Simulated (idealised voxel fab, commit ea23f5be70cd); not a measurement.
The following is a process module called voxel self aligned contacts.
We display cut, a cross-section 250 nm in width whose square cells are each 5 nm.
Cross-section spec: square-cell grid; bands listed top down; each band is one or more rows. Top, bottom (nm), then materials left to right with widths (nm); lone material tagged "everywhere" fills the whole band edge to edge; "air" = empty space. Beneath 0, the wafer as received is one material, and that level is where height counting begins. The lowest band goes on downward without a bottom; it is written like "z 0 and below". Width "30 to 40": first value at the band's top row of cells, second value at its bottom row, equal change from row to row. No cell of the cross-section changed in a step that is given as "no change". "Enclosed void catalog" contains a list of empty spaces, each no smaller than 8 cells and without an open way to the top, written in the form width x height at distance with the distance from the left edge and all three in nm. It should be noted that, on the line of a given step, the content following the step's settings is a remark produced by the simulator itself with respect to that step. On any step carrying a mask, the "overlay nm" setting, if present on the step's line, tells how far right of its planned place the mask lay; negative values point to the left.
Here's what the planned process steps look like
step 1: RECEIVE with material Si
step 2: OXIDIZE with depth nm 5
step 3: DIRECTIONAL_DEP with material polySi, thk nm 25
step 4: DIRECTIONAL_DEP with material SiN, thk nm 25
step 5: DIRECTIONAL_DEP with material aC, thk nm 15
step 6: PATTERN with tone cover, mask id GATE, material resist, width nm 35, pitch nm 75, thk nm 35, overlay nm 0
step 7: DIRECTIONAL_ETCH with etch materials aC, depth nm 15
step 8: STRIP with etch materials resist
step 9: DIRECTIONAL_ETCH with etch materials SiN, depth nm 25
step 10: DIRECTIONAL_ETCH with etch materials polySi, depth nm 25
step 11: STRIP with etch materials aC
step 12: CONFORMAL_DEP with material SiN, thk nm 10
step 13: DIRECTIONAL_ETCH with etch materials SiN, depth nm 10
step 14: FILL_DEP with material SiO2, thk nm 15
step 15: CMP with height nm 55
step 16: MASKED_ETCH with tone open, mask id CONTACT, width nm 60, etch materials SiO2, depth nm 60, overlay nm 0
step 17: CONFORMAL_DEP with material TiN, thk nm 5
step 18: FILL_DEP with material Ru, thk nm 5
step 19: CMP with height nm 55
step 20: CONFORMAL_DEP with material SiN, thk nm 5
Shown in cross-section is the wafer as received, that is, as it stands after step 1
* z 0 and below | Si everywhere
* Enclosed void catalog: none
Cross-sectional result after module completion. Note: starting condition and plan are unchanged from above; one processing mistake was made
* z 60 to 55 | SiN everywhere
* z 55 to 50 | SiO2 (95), TiN (25), Ru (10), TiN (25), SiO2 (95)
* z 50 to 25 | SiO2 (60), SiN (55), TiN (5), Ru (10), TiN (5), SiN (55), SiO2 (60)
* z 25 to 5 | SiO2 (60), SiN (10), polySi (35), SiN (10), TiN (5), Ru (10), TiN (5), SiN (10), polySi (35), SiN (10), SiO2 (60)
* z 5 to 0 | SiO2 (60), SiN (10), polySi (35), SiN (10), TiN (20), SiN (10), polySi (35), SiN (10), SiO2 (60)
* z 0 and below | Si everywhere
* Enclosed void catalog: none
What was done differently from what was planned? plan step 2 never ran because it was skipped
